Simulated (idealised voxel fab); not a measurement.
process module | voxel wiring stack
cross-section cut | 195 nm wide | cells 5 nm
A cross-section is a grid of square cells, given in bands from the top down. A band is one or more rows of cells.
Each band's line starts with the height of the band's top and of its bottom, in nm. Then come its materials from left to right, each with its width in nm. One material with "throughout" fills the band from edge to edge. "air" is empty space.
Height 0 is the level under which the wafer as received is all one material. The lowest band goes on downwards, as in "0 down".
A width such as "30 to 40" changes by the same amount from each row of cells to the next, from the band's top row to its bottom row.
"no change" after a step means that no cell of the cross-section changed.
closed voids: empty space of 8 cells or more with no open way to the top, each as width x height at its distance from the left edge, in nm
after a step's settings: what the simulator itself notes on the step
overlay nm, on a step with a mask: how far to the right of its planned place the mask lay; to the left if negative
plan
1 op RECEIVE | material Si
2 op CONFORMAL_DEP | material SiO2 | thk nm 10
3 op DIRECTIONAL_DEP | material TiN | thk nm 5
4 op DIRECTIONAL_DEP | material W | thk nm 20
5 op MASKED_ETCH | tone cover | mask id METAL_1 | width nm 25 | pitch nm 40 | etch materials W | depth nm 20 | overlay nm 0
6 op MASKED_ETCH | tone cover | mask id METAL_1 | width nm 25 | pitch nm 40 | etch materials TiN | depth nm 5 | overlay nm 0
7 op CONFORMAL_DEP | material SiN | thk nm 5
8 op FILL_DEP | material lowk | thk nm 5
9 op CMP | height nm 35
10 op CONFORMAL_DEP | material SiCN | thk nm 5
11 op DIRECTIONAL_DEP | material lowk | thk nm 15
12 op MASKED_ETCH | tone open | mask id PLUG_1 | width nm 15 | pitch nm 40 | etch materials lowk | depth nm 15 | overlay nm 0
13 op MASKED_ETCH | tone open | mask id PLUG_1 | width nm 15 | pitch nm 40 | etch materials SiCN | depth nm 5 | overlay nm 0
14 op EPI | material Ru | thk nm 10
15 op EPI | material Ru | thk nm 10
16 op CONFORMAL_DEP | material SiCN | thk nm 5
17 op DIRECTIONAL_DEP | material SiO2 | thk nm 20
18 op PATTERN | tone open | mask id METAL_2 | material resist | width nm 25 | pitch nm 40 | thk nm 20 | overlay nm 0
19 op DIRECTIONAL_ETCH | etch materials SiO2 | depth nm 20
20 op DIRECTIONAL_ETCH | etch materials SiCN | depth nm 5
21 op STRIP | etch materials resist
22 op CONFORMAL_DEP | material TiN | thk nm 5
23 op FILL_DEP | material Ru | thk nm 5
24 op CMP | height nm 80
25 op CONFORMAL_DEP | material SiCN | thk nm 5
as received, after step 1
  0 down: Si throughout
  closed voids: none
a wafer at the end: this start, this plan, one mistake
  85 to 80: SiCN throughout
  80 to 60: SiO2 35 | TiN 5 | Ru 15 | TiN 5 | SiO2 15 | TiN 5 | Ru 15 | TiN 5 | SiO2 15 | TiN 5 | Ru 15 | TiN 5 | SiO2 15 | TiN 5 | Ru 15 | TiN 5 | SiO2 15
  60 to 55: SiCN 35 | TiN 25 | SiCN 15 | TiN 25 | SiCN 15 | TiN 25 | SiCN 15 | TiN 25 | SiCN 15
  55 to 40: lowk 25 | Ru 15 | lowk 25 | Ru 15 | lowk 25 | Ru 15 | lowk 25 | Ru 15 | lowk 35
  40 to 35: SiCN 25 | Ru 15 | SiCN 25 | Ru 15 | SiCN 25 | Ru 15 | SiCN 25 | Ru 15 | SiCN 35
  35 to 15: lowk 20 | SiN 5 | W 25 | SiN 5 | lowk 5 | SiN 5 | W 25 | SiN 5 | lowk 5 | SiN 5 | W 25 | SiN 5 | lowk 5 | SiN 5 | W 25 | SiN 5 | lowk 20
  15 to 10: SiN 25 | TiN 25 | SiN 15 | TiN 25 | SiN 15 | TiN 25 | SiN 15 | TiN 25 | SiN 25
  10 to 0: SiO2 throughout
  0 down: Si throughout
  closed voids: none
what went wrong: step 18 ran as: op PATTERN | tone open | mask id METAL_2 | material resist | width nm 25 | pitch nm 40 | thk nm 20 | overlay nm 10
